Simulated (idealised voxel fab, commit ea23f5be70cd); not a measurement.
Process module name: voxel transistor to metal
The cross-section shown here is cut; it is 175 nm wide and divided into square cells measuring 5 nm on a side.
Cross-section, as written here: a square-cell grid given band by band from the top down, where a band holds one or more rows of cells.
Band: top height; bottom height; in nm. Then, left to right: material with width in nm, for each material. "full width": a single material spanning edge to edge. "empty": empty space.
Heads up on the height convention: 0 is the point under which the incoming wafer is all one material, and the lowest band has no bottom, it just keeps going down, like "0..down".
The two numbers in a width such as "30 to 40" mark its ends across the band: the first belongs to the top row of cells, the second to the bottom row, and from each row to the next the width moves by the same amount.
"nothing was modified" -> step changed no cross-section cell.
"Sealed void list": empty spaces of 8 cells or more with no open way to the top, each given as width x height at distance, distance from the left edge, all in nm.
Where a step's line continues beyond its settings, the continuation is a remark by the simulator itself on that step.
"overlay nm" answers the question of how far to the right of plan the mask lay on a step that has a mask, and when it is negative the answer is to the left.

### Here's what the planned process steps look like
1 RECEIVE [material Si]
2 OXIDIZE [depth nm 5]
3 CONFORMAL_DEP [material SiN] [thk nm 15]
4 MASKED_ETCH [tone cover] [mask id ACTIVE] [width nm 125] [etch materials SiN] [depth nm 15] [overlay nm 0]
5 MASKED_ETCH [tone cover] [mask id ACTIVE] [width nm 125] [etch materials SiO2] [depth nm 5] [overlay nm 0]
6 MASKED_ETCH [tone cover] [mask id ACTIVE] [width nm 125] [etch materials Si] [depth nm 20] [overlay nm 0]
7 OXIDIZE [depth nm 5]
8 FILL_DEP [material SiO2] [thk nm 5]
9 CMP [height nm 15]
10 SELECTIVE_ETCH [etch materials SiO2] [depth nm 10]
11 STRIP [etch materials SiN]
12 SELECTIVE_ETCH [etch materials SiO2] [depth nm 5]
13 OXIDIZE [depth nm 5]
14 DIRECTIONAL_DEP [material polySi] [thk nm 30]
15 DIRECTIONAL_DEP [material SiCN] [thk nm 15]
16 MASKED_ETCH [tone cover] [mask id GATE] [width nm 25] [etch materials SiCN] [depth nm 25] [overlay nm 0]
17 MASKED_ETCH [tone cover] [mask id GATE] [width nm 25] [etch materials polySi] [depth nm 40] [overlay nm 0]
18 CONFORMAL_DEP [material SiN] [thk nm 5]
19 DIRECTIONAL_ETCH [etch materials SiN] [depth nm 5]
20 DIRECTIONAL_ETCH [etch materials SiO2] [depth nm 5]
21 DIRECTIONAL_ETCH [etch materials Si] [depth nm 10]
22 EPI [material nSi] [thk nm 15]
23 FILL_DEP [material SiO2] [thk nm 5]
24 CMP [height nm 25]
25 STRIP [etch materials polySi]
26 SELECTIVE_ETCH [etch materials SiO2] [depth nm 5]
27 CONFORMAL_DEP [material HfO2] [thk nm 5]
28 CONFORMAL_DEP [material TiN] [thk nm 5]
29 FILL_DEP [material W] [thk nm 5]
30 CMP [height nm 20]
31 DIRECTIONAL_DEP [material SiO2] [thk nm 15]
32 DIRECTIONAL_DEP [material aC] [thk nm 10]
33 PATTERN [tone open] [mask id CONTACT] [material resist] [width nm 20] [pitch nm 85] [thk nm 30] [overlay nm 0]
34 DIRECTIONAL_ETCH [etch materials aC] [depth nm 10]
35 STRIP [etch materials resist]
36 DIRECTIONAL_ETCH [etch materials SiO2] [depth nm 40]
37 STRIP [etch materials aC]
38 CONFORMAL_DEP [material TiN] [thk nm 5]
39 FILL_DEP [material W] [thk nm 5]
40 CMP [height nm 35]
41 DIRECTIONAL_DEP [material TiN] [thk nm 5]
42 DIRECTIONAL_DEP [material Ru] [thk nm 15]
43 MASKED_ETCH [tone cover] [mask id METAL_1] [width nm 20] [pitch nm 85] [etch materials Ru] [depth nm 15] [overlay nm 0]
44 MASKED_ETCH [tone cover] [mask id METAL_1] [width nm 20] [pitch nm 85] [etch materials TiN] [depth nm 5] [overlay nm 0]
45 FILL_DEP [material SiO2] [thk nm 10]
46 CMP [height nm 55]
47 CONFORMAL_DEP [material SiCN] [thk nm 5]
48 DIRECTIONAL_DEP [material SiO2] [thk nm 25]
49 MASKED_ETCH [tone open] [mask id METAL_2_HOLES] [width nm 15] [pitch nm 85] [etch materials SiO2] [depth nm 25] [overlay nm 0]
50 DIRECTIONAL_DEP [material aC] [thk nm 15]
51 PATTERN [tone open] [mask id METAL_2] [material resist] [width nm 20] [pitch nm 85] [thk nm 35] [overlay nm 0]
52 DIRECTIONAL_ETCH [etch materials aC] [depth nm 15]
53 STRIP [etch materials resist]
54 DIRECTIONAL_ETCH [etch materials SiO2] [depth nm 15]
55 DIRECTIONAL_ETCH [etch materials SiCN] [depth nm 5]
56 STRIP [etch materials aC]
57 CONFORMAL_DEP [material TiN] [thk nm 5]
58 FILL_DEP [material Ru] [thk nm 5]
59 CMP [height nm 85]
60 CONFORMAL_DEP [material SiCN] [thk nm 5]

### This is the cross-section of the wafer as we received it, i.e. after step 1
0..down | Si full width
Sealed void list: none

### a wafer at the end: this start, this plan, one mistake
90..85 | SiCN full width
85..75 | 35 SiO2 / 5 TiN / 10 Ru / 5 TiN / 65 SiO2 / 5 TiN / 10 Ru / 5 TiN / 35 SiO2
75..70 | 35 SiO2 / 5 TiN / 5 Ru / 10 TiN / 65 SiO2 / 5 TiN / 5 Ru / 10 TiN / 35 SiO2
70..60 | 35 SiO2 / 5 TiN / 5 Ru / 5 TiN / 70 SiO2 / 5 TiN / 5 Ru / 5 TiN / 40 SiO2
60..55 | 35 SiCN / 15 TiN / 70 SiCN / 15 TiN / 40 SiCN
55..40 | 25 SiO2 / 20 Ru / 65 SiO2 / 20 Ru / 45 SiO2
40..35 | 25 SiO2 / 30 TiN / 55 SiO2 / 30 TiN / 35 SiO2
35..20 | 35 SiO2 / 5 TiN / 10 W / 5 TiN / 65 SiO2 / 5 TiN / 10 W / 5 TiN / 35 SiO2
20..5 | 35 SiO2 / 5 TiN / 10 W / 5 TiN / 15 SiO2 / 5 SiN / 5 HfO2 / 5 TiN / 5 W / 5 TiN / 5 HfO2 / 5 SiN / 15 SiO2 / 5 TiN / 10 W / 5 TiN / 35 SiO2
5..0 | 35 SiO2 / 5 TiN / 10 W / 5 TiN / 15 nSi / 5 SiN / 5 HfO2 / 5 TiN / 5 W / 5 TiN / 5 HfO2 / 5 SiN / 15 nSi / 5 TiN / 10 W / 5 TiN / 35 SiO2
0..-5 | 20 SiO2 / 5 SiN / 10 SiO2 / 20 TiN / 15 nSi / 5 SiN / 5 HfO2 / 15 TiN / 5 HfO2 / 5 SiN / 15 nSi / 20 TiN / 10 SiO2 / 5 SiN / 20 SiO2
-5..-10 | 25 SiO2 / 45 nSi / 35 HfO2 / 45 nSi / 25 SiO2
-10..-20 | 30 SiO2 / 40 nSi / 35 Si / 40 nSi / 30 SiO2
-20..-30 | 30 SiO2 / 115 Si / 30 SiO2
-30..down | Si full width
Sealed void list: none
Where did the run depart from the plan? step 43, actual vs plan mismatch, actual run MASKED_ETCH [tone cover] [mask id METAL_1] [width nm 20] [pitch nm 85] [etch materials Ru] [depth nm 15] [overlay nm -10]
